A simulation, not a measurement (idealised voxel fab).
voxel ribs on slabs: a process module
Square cells of 5 nm make up the cross-section cut, whose width is 300 nm.
If you're reading a cross-section in this doc, picture square cells in a grid; it comes to you as bands, top ones listed first down to the bottom, and a band can be one or more rows of cells.
The entry gives the band's vertical extent as a top height and a bottom height in nm, then its horizontal make-up as materials from left to right, each with a width in nm. "blank" stands for empty space; a single material marked "throughout" fills the band edge to edge.
The level at which height equals 0 is the one under which the wafer, as it arrives, is entirely one material. No lower edge exists for the bottom band, which continues downward and is notated as in "from 0 down".
So if you see something like "30->40" for the width, read it as the top row of the band sitting at the first number and the bottom row at the second, with every row in between moving by the same amount as the last.
Where the words "no change occurred" appear for a step, the cross-section shows no cell changed by that step; every cell remained as before.
Entry "Closed void roster". Content: empty spaces with no open connection to the top, size 8 cells or greater. Each: width x height at distance. Distance: from left edge. Unit: nm.
Post-settings text on a step line: simulator's own remark regarding the step.
On any step carrying a mask, the "overlay nm" setting, if present on the step's line, tells how far right of its planned place the mask lay; negative values point to the left.

### Process steps (planned)
1,RECEIVE: material Si
2,DIRECTIONAL_DEP: material SiO2, thk nm 20
3,DIRECTIONAL_DEP: material polySi, thk nm 20
4,DIRECTIONAL_DEP: material aC, thk nm 15
5,PATTERN: tone cover, mask id RIB, material resist, width nm 30, thk nm 30, overlay nm 0
6,DIRECTIONAL_ETCH: etch materials aC, depth nm 15
7,STRIP: etch materials resist
8,DIRECTIONAL_ETCH: etch materials polySi, depth nm 10
9,STRIP: etch materials aC
10,PATTERN: tone cover, mask id SLAB, material resist, width nm 90, thk nm 20, overlay nm 0
11,DIRECTIONAL_ETCH: etch materials polySi, depth nm 10
12,STRIP: etch materials resist
13,FILL_DEP: material SiO2, thk nm 30
14,CMP: height nm 60
15,DIRECTIONAL_DEP: material TiN, thk nm 5
16,DIRECTIONAL_DEP: material aC, thk nm 15
17,PATTERN: tone cover, mask id HEATER, material resist, width nm 40, thk nm 30, overlay nm 0
18,DIRECTIONAL_ETCH: etch materials aC, depth nm 15
19,STRIP: etch materials resist
20,DIRECTIONAL_ETCH: etch materials TiN, depth nm 5
21,STRIP: etch materials aC
22,CONFORMAL_DEP: material SiO2, thk nm 5

### As received (post step 1): cross-section
  from 0 down = Si throughout
  Closed void roster: none

### First of two wafers at the end of the module, shown in cross-section; run carried out as planned
  from 70 to 65 = 125 nm blank, then 50 nm SiO2, then 125 nm blank
  from 65 to 60 = 130 nm SiO2, then 40 nm TiN, then 130 nm SiO2
  from 60 to 40 = SiO2 throughout
  from 40 to 30 = 135 nm SiO2, then 30 nm polySi, then 135 nm SiO2
  from 30 to 20 = 105 nm SiO2, then 90 nm polySi, then 105 nm SiO2
  from 20 to 0 = SiO2 throughout
  from 0 down = Si throughout
  Closed void roster: none

### Presented here is a cross-section of the second of the two wafers as it stood at the end of the module. It was started in the same manner and assigned the same plan as the first wafer; however, one mistake was made in its execution
  from 65 to 60 = 130 nm blank, then 40 nm TiN, then 130 nm blank
  from 60 to 40 = SiO2 throughout
  from 40 to 30 = 135 nm SiO2, then 30 nm polySi, then 135 nm SiO2
  from 30 to 20 = 105 nm SiO2, then 90 nm polySi, then 105 nm SiO2
  from 20 to 0 = SiO2 throughout
  from 0 down = Si throughout
  Closed void roster: none
Short version of what went wrong: step 22 was dropped from the plan's execution and never run
Cell-count delta at end, second wafer over first, by material: SiO2 -62
